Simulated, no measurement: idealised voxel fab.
process module | voxel wiring stack
cross-section cut | 250 nm wide | cells 5 nm
A cross-section is a grid of square cells, given in bands from the top down. A band is one or more rows of cells.
Each band's line starts with the height of the band's top and of its bottom, in nm. Then come its materials from left to right, each with its width in nm. One material with "throughout" fills the band from edge to edge. "air" is empty space.
Height 0 is the level under which the wafer as received is all one material. The lowest band goes on downwards, as in "0 down".
A width such as "30 to 40" changes by the same amount from each row of cells to the next, from the band's top row to its bottom row.
"no change" after a step means that no cell of the cross-section changed.
closed voids: empty space of 8 cells or more with no open way to the top, each as width x height at its distance from the left edge, in nm
after a step's settings: what the simulator itself notes on the step
overlay nm, on a step with a mask: how far to the right of its planned place the mask lay; to the left if negative
plan
1 op RECEIVE | material Si
2 op CONFORMAL_DEP | material SiO2 | thk nm 15
3 op CONFORMAL_DEP | material SiN | thk nm 5
4 op DIRECTIONAL_DEP | material lowk | thk nm 25
5 op DIRECTIONAL_DEP | material aC | thk nm 10
6 op PATTERN | tone open | mask id METAL_1 | material resist | width nm 25 | pitch nm 45 | thk nm 25 | overlay nm 0
7 op DIRECTIONAL_ETCH | etch materials aC | depth nm 10
8 op STRIP | etch materials resist
9 op DIRECTIONAL_ETCH | etch materials lowk | depth nm 25
10 op DIRECTIONAL_ETCH | etch materials SiN | depth nm 5
11 op STRIP | etch materials aC
12 op CONFORMAL_DEP | material TiN | thk nm 5
13 op FILL_DEP | material W | thk nm 10
14 op CMP | height nm 45
15 op CONFORMAL_DEP | material SiCN | thk nm 5
16 op DIRECTIONAL_DEP | material lowk | thk nm 20
17 op MASKED_ETCH | tone open | mask id PLUG_1 | width nm 15 | pitch nm 90 | etch materials lowk | depth nm 20 | overlay nm 0
18 op MASKED_ETCH | tone open | mask id PLUG_1 | width nm 15 | pitch nm 90 | etch materials SiCN | depth nm 5 | overlay nm -15
19 op EPI | material Ru | thk nm 10
20 op EPI | material Ru | thk nm 10
21 op EPI | material Ru | thk nm 5
22 op CONFORMAL_DEP | material SiN | thk nm 5
23 op DIRECTIONAL_DEP | material lowk | thk nm 25
24 op MASKED_ETCH | tone open | mask id METAL_2 | width nm 25 | pitch nm 45 | etch materials lowk | depth nm 25 | overlay nm 0
25 op MASKED_ETCH | tone open | mask id METAL_2 | width nm 25 | pitch nm 45 | etch materials SiN | depth nm 5 | overlay nm 0
26 op CONFORMAL_DEP | material TiN | thk nm 5
27 op FILL_DEP | material Ru | thk nm 10
28 op CMP | height nm 100
29 op CONFORMAL_DEP | material SiCN | thk nm 5
30 op DIRECTIONAL_DEP | material lowk | thk nm 10
31 op PATTERN | tone open | mask id PLUG_2 | material resist | width nm 15 | pitch nm 45 | thk nm 20 | overlay nm 0
32 op DIRECTIONAL_ETCH | etch materials lowk | depth nm 10
33 op DIRECTIONAL_ETCH | etch materials SiCN | depth nm 5
34 op STRIP | etch materials resist
35 op CONFORMAL_DEP | material TiN | thk nm 5
36 op FILL_DEP | material W | thk nm 10
37 op CMP | height nm 115
38 op DIRECTIONAL_DEP | material TiN | thk nm 5
39 op DIRECTIONAL_DEP | material W | thk nm 15
40 op DIRECTIONAL_DEP | material aC | thk nm 10
41 op PATTERN | tone cover | mask id METAL_3 | material resist | width nm 25 | pitch nm 45 | thk nm 30 | overlay nm 0
42 op DIRECTIONAL_ETCH | etch materials aC | depth nm 10
43 op STRIP | etch materials resist
44 op DIRECTIONAL_ETCH | etch materials W | depth nm 15
45 op DIRECTIONAL_ETCH | etch materials TiN | depth nm 5
46 op STRIP | etch materials aC
47 op FILL_DEP | material lowk | thk nm 10
48 op CMP | height nm 135
49 op CONFORMAL_DEP | material SiN | thk nm 5
varied across the wafers: overlay nm of step 18. The plan shows the first wafer's value. All wafers start alike
first wafer as received, after step 1
  0 down: Si throughout
  closed voids: none
each wafer at the end: cells of each material gained (+) or lost (-) since it was received, then its closed voids
overlay nm -15 | +60 Ru | +88 SiCN | +126 SiN | +150 SiO2 | +176 TiN | +128 W | +672 lowk | closed voids: none
overlay nm -10 | +86 Ru | +86 SiCN | +110 SiN | +150 SiO2 | +168 TiN | +128 W | +672 lowk | closed voids: none
overlay nm -5 | +88 Ru | +84 SiCN | +110 SiN | +150 SiO2 | +168 TiN | +128 W | +672 lowk | closed voids: none
overlay nm 0 | +90 Ru | +82 SiCN | +110 SiN | +150 SiO2 | +168 TiN | +128 W | +672 lowk | closed voids: none
overlay nm 5 | +88 Ru | +84 SiCN | +110 SiN | +150 SiO2 | +168 TiN | +128 W | +672 lowk | closed voids: none
overlay nm 10 | +86 Ru | +86 SiCN | +110 SiN | +150 SiO2 | +168 TiN | +128 W | +672 lowk | closed voids: none
overlay nm 15 | +60 Ru | +88 SiCN | +126 SiN | +150 SiO2 | +176 TiN | +128 W | +672 lowk | closed voids: none
